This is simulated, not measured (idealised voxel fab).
Module name: voxel lift off (process module)
Cross-sectional view cut (width: 285 nm; square cell size: 5 nm).
Cross-section layout: square cells on a grid; listed as bands, top to bottom; a band spans one or more cell rows. The band entry comprises the height of the band's top followed by the height of its bottom, expressed in nm, and subsequently the band's materials from left to right, each stated together with its width in nm. Where a single material is marked with the word "edge to edge", that material fills the band from edge to edge. The word "empty" represents empty space. Counting heights begins at 0, where everything beneath is, in the wafer as received, one material. The lowest band has no bottom; it goes on downwards, as "z 0 and below" shows. It should be noted that a width expressed as "30..40" varies in equal increments from row to row of cells within the band, taking the value of the first number at the top row and that of the second number at the bottom row. Key: "no change" - step with no changed cell in the cross-section. Enclosed voids (no open way to top), threshold 8 cells or more, entry "Encapsulated voids", notation width x height at distance, distance from left edge, nm. Past the settings on a step's line: simulator remark, on that step. The setting "overlay nm" may be written on the line of a step. When the step uses a mask, the value reports how far to the right of the planned place the mask lay, and a negative value reports that it lay to the left.

THE PROCESS STEPS THAT WERE PLANNED ARE LISTED BELOW
1) RECEIVE | material Si
2) CONFORMAL_DEP | material Al2O3 | thk nm 15
3) PATTERN | tone open | mask id LINES | material resist | width nm 25 | pitch nm 40 | thk nm 20 | overlay nm 0
4) DIRECTIONAL_DEP | material Ru | thk nm 5
5) STRIP | etch materials resist
6) CONFORMAL_DEP | material SiO2 | thk nm 10

DELIVERED WAFER IN CROSS-SECTION: STATE AFTER STEP 1
* z 0 and below  Si edge to edge
* Encapsulated voids: none

ONE MISTAKE IN RUNNING THE MODULE, OTHERWISE START AND PLAN AS ABOVE: CROSS-SECTION AT THE END
* z 30 to 25  105 of empty | 35 of SiO2 | 5 of empty | 35 of SiO2 | 105 of empty
* z 25 to 20  SiO2 edge to edge
* z 20 to 15  115 of SiO2 | 15 of Ru | 25 of SiO2 | 15 of Ru | 115 of SiO2
* z 15 to 0  Al2O3 edge to edge
* z 0 and below  Si edge to edge
* Encapsulated voids: none
what went wrong: so step 3 ended up running with a different setting than we planned, it ran as PATTERN | tone open | mask id LINES | material resist | width nm 15 | pitch nm 40 | thk nm 20 | overlay nm 0
